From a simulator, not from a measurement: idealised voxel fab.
This section sets out a process module, namely voxel ribs on slabs.
Displayed cross-section: cut, width of 200 nm, square cells sized 5 nm.
Format of a cross-section: grid, square cells. Given as bands. Order: top down. Band: one or more rows of cells. Read a band's entry like this: the first values are the height of its top and the height of its bottom in nm, and what follows is the sequence of materials from left to right, each with its width in nm. Note that "empty" is empty space, and that a single material marked "all across" reaches across the band from edge to edge. Height datum 0, below which the as-received substrate wafer is one material. Lowest band open at the bottom, running downward: "from 0 down". Width "30 to 40": first value at the band's top row of cells, second value at its bottom row, equal change from row to row. For the purposes of this document, the phrase "no change" attached to a step denotes that no cell within the cross-section was modified by that step. This entry, "Enclosed internal cavities", enumerates those empty regions of no fewer than 8 cells that possess no open connection to the top. Each region is reported in the form width x height at distance, the distance being taken from the left edge, with all three quantities expressed in nm. Note: text after step settings on the step line = simulator remark on that step. Steps that use a mask can have "overlay nm" on their line. It says how far the mask sat to the right of where it was meant to be. Negative means to the left.

LISTED BELOW ARE THE PROCESS STEPS AS PLANNED
1. RECEIVE: material Si
2. DIRECTIONAL_DEP: material SiO2, thk nm 20
3. DIRECTIONAL_DEP: material SiN, thk nm 20
4. DIRECTIONAL_DEP: material aC, thk nm 10
5. PATTERN: tone cover, mask id RIB, material resist, width nm 20, thk nm 25, overlay nm 0
6. DIRECTIONAL_ETCH: etch materials aC, depth nm 10
7. STRIP: etch materials resist
8. DIRECTIONAL_ETCH: etch materials SiN, depth nm 10
9. STRIP: etch materials aC
10. DIRECTIONAL_DEP: material aC, thk nm 15
11. PATTERN: tone cover, mask id SLAB, material resist, width nm 50, thk nm 30, overlay nm 0
12. DIRECTIONAL_ETCH: etch materials aC, depth nm 15
13. STRIP: etch materials resist
14. DIRECTIONAL_ETCH: etch materials SiN, depth nm 10
15. STRIP: etch materials aC
16. FILL_DEP: material SiO2, thk nm 30
17. CMP: height nm 60
18. DIRECTIONAL_DEP: material TiN, thk nm 5
19. MASKED_ETCH: tone cover, mask id HEATER, width nm 30, etch materials TiN, depth nm 5, overlay nm 0
20. CONFORMAL_DEP: material SiN, thk nm 5

CROSS-SECTION OF THE WAFER UPON ARRIVAL, REPRESENTING THE STATE REACHED AFTER STEP 1
> from 0 down: Si all across
> Enclosed internal cavities: none

CROSS-SECTIONAL RESULT AFTER MODULE COMPLETION. NOTE: STARTING CONDITION AND PLAN ARE UNCHANGED FROM ABOVE; ONE PROCESSING MISTAKE WAS MADE
> from 70 to 65: 80 nm empty, 40 nm SiN, 80 nm empty
> from 65 to 60: 85 nm SiN, 30 nm TiN, 85 nm SiN
> from 60 to 55: SiO2 all across
> from 55 to 45: 90 nm SiO2, 20 nm TiN, 90 nm SiO2
> from 45 to 40: TiN all across
> from 40 to 30: 90 nm TiN, 20 nm SiN, 90 nm TiN
> from 30 to 20: SiN all across
> from 20 to 0: SiO2 all across
> from 0 down: Si all across
> Enclosed internal cavities: none
In executing the process, a mistake was made relative to the plan: it should be noted that step 10 was executed with settings other than those planned, the operation and settings actually applied being DIRECTIONAL_DEP: material TiN, thk nm 15
